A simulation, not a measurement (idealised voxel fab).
Process module name: voxel gate over fins
Shown is cross-section cut, with a width of 250 nm and square cells of size 5 nm.
The cross-sections in this document take the form of a grid made of square cells. They are written out as bands, in order from top to bottom. Each band consists of one or more rows of cells.
Band: top height; bottom height; in nm. Then, left to right: material with width in nm, for each material. "throughout": a single material spanning edge to edge. "blank": empty space.
For the purposes of this specification, 0 denotes the height below which the wafer in its as-received condition is composed wholly of one material, and the lowermost band, lacking a lower limit, extends downward without end, as expressed in "from 0 down".
You'd read "30->40" like this: the band's top row of cells is as wide as the first number, its bottom row is as wide as the second, and going down, every row changes width by the same amount as the row before did.
Any step labelled "remained unchanged" changed none of the cells in the cross-section.
"Closed void inventory": sealed empty spaces, 8 cells or more, no open way to top, listed width x height at distance, with distance from the left edge and width, height and distance in nm.
Whatever follows a step's settings on its line is a remark the simulator itself makes about that step.
overlay nm: where the mask lay relative to plan, measured to the right, on steps with a mask; negatives go left.
Steps planned for the process:
- 1: RECEIVE,material Si
- 2: CONFORMAL_DEP,material SiN,thk nm 5
- 3: PATTERN,tone cover,mask id FINS,material resist,width nm 15,pitch nm 40,thk nm 15,overlay nm 0
- 4: DIRECTIONAL_ETCH,etch materials SiN,depth nm 5
- 5: DIRECTIONAL_ETCH,etch materials Si,depth nm 35
- 6: STRIP,etch materials resist
- 7: FILL_DEP,material SiO2,thk nm 15
- 8: CMP,height nm 5
- 9: SELECTIVE_ETCH,etch materials SiO2,depth nm 15
- 10: STRIP,etch materials SiN
- 11: CONFORMAL_DEP,material HfO2,thk nm 5
- 12: CONFORMAL_DEP,material TiN,thk nm 5
- 13: CONFORMAL_DEP,material TiAl,thk nm 5
- 14: CONFORMAL_DEP,material TiN,thk nm 5
- 15: FILL_DEP,material W,thk nm 10
- 16: CMP,height nm 25
- 17: CONFORMAL_DEP,material SiN,thk nm 10
The wafers in this document start out alike and differ in the width nm applied at step 3; the plan shows the value used for the first wafer.
Cross-section of the first incoming wafer of several, state after step 1:
- from 0 down | Si throughout
- Closed void inventory: none
Cross-section of the first of several wafers once the module has run through its last step, step 17:
- from 35 to 25 | SiN throughout
- from 25 to 20 | W throughout
- from 20 to 15 | W (35); TiN (175); W (40)
- from 15 to 10 | W (35); TiN (5); TiAl (165); TiN (5); W (40)
- from 10 to 5 | TiN (40); TiAl (5); TiN (35); TiAl (5); TiN (35); TiAl (5); TiN (35); TiAl (5); TiN (35); TiAl (5); TiN (45)
- from 5 to 0 | TiAl (45); TiN (5); HfO2 (25); TiN (5); TiAl (5); TiN (5); HfO2 (25); TiN (5); TiAl (5); TiN (5); HfO2 (25); TiN (5); TiAl (5); TiN (5); HfO2 (25); TiN (5); TiAl (50)
- from 0 to -5 | TiN (50); HfO2 (5); Si (15); HfO2 (5); TiN (15); HfO2 (5); Si (15); HfO2 (5); TiN (15); HfO2 (5); Si (15); HfO2 (5); TiN (15); HfO2 (5); Si (15); HfO2 (5); TiN (55)
- from -5 to -10 | HfO2 (55); Si (15); HfO2 (25); Si (15); HfO2 (25); Si (15); HfO2 (25); Si (15); HfO2 (60)
- from -10 to -35 | SiO2 (55); Si (15); SiO2 (25); Si (15); SiO2 (25); Si (15); SiO2 (25); Si (15); SiO2 (60)
- from -35 down | Si throughout
- Closed void inventory: none
X-section, last wafer, module end:
- from 35 to 25 | SiN throughout
- from 25 to 20 | W throughout
- from 20 to 15 | W (30); TiN (185); W (35)
- from 15 to 10 | W (30); TiN (5); TiAl (175); TiN (5); W (35)
- from 10 to 5 | TiN (35); TiAl (5); TiN (165); TiAl (5); TiN (40)
- from 5 to 0 | TiAl (40); TiN (5); HfO2 (35); TiN (5); HfO2 (35); TiN (5); HfO2 (35); TiN (5); HfO2 (35); TiN (5); TiAl (45)
- from 0 to -5 | TiN (45); HfO2 (5); Si (25); HfO2 (5); TiN (5); HfO2 (5); Si (25); HfO2 (5); TiN (5); HfO2 (5); Si (25); HfO2 (5); TiN (5); HfO2 (5); Si (25); HfO2 (5); TiN (50)
- from -5 to -10 | HfO2 (50); Si (25); HfO2 (15); Si (25); HfO2 (15); Si (25); HfO2 (15); Si (25); HfO2 (55)
- from -10 to -35 | SiO2 (50); Si (25); SiO2 (15); Si (25); SiO2 (15); Si (25); SiO2 (15); Si (25); SiO2 (55)
- from -35 down | Si throughout
- Closed void inventory: none
The following table contains a row per wafer, in which are reported, at the conclusion of the module, the cells of each material gained (+) or lost (-) since the wafer's receipt, with its closed voids given thereafter:
width nm 15 | +66 HfO2 | -266 Si | +100 SiN | +190 SiO2 | +60 TiAl | +120 TiN | +80 W | Closed void inventory: none
width nm 20 | +66 HfO2 | -238 Si | +100 SiN | +170 SiO2 | +54 TiAl | +120 TiN | +78 W | Closed void inventory: none
width nm 25 | +66 HfO2 | -210 Si | +100 SiN | +150 SiO2 | +54 TiAl | +114 TiN | +76 W | Closed void inventory: none
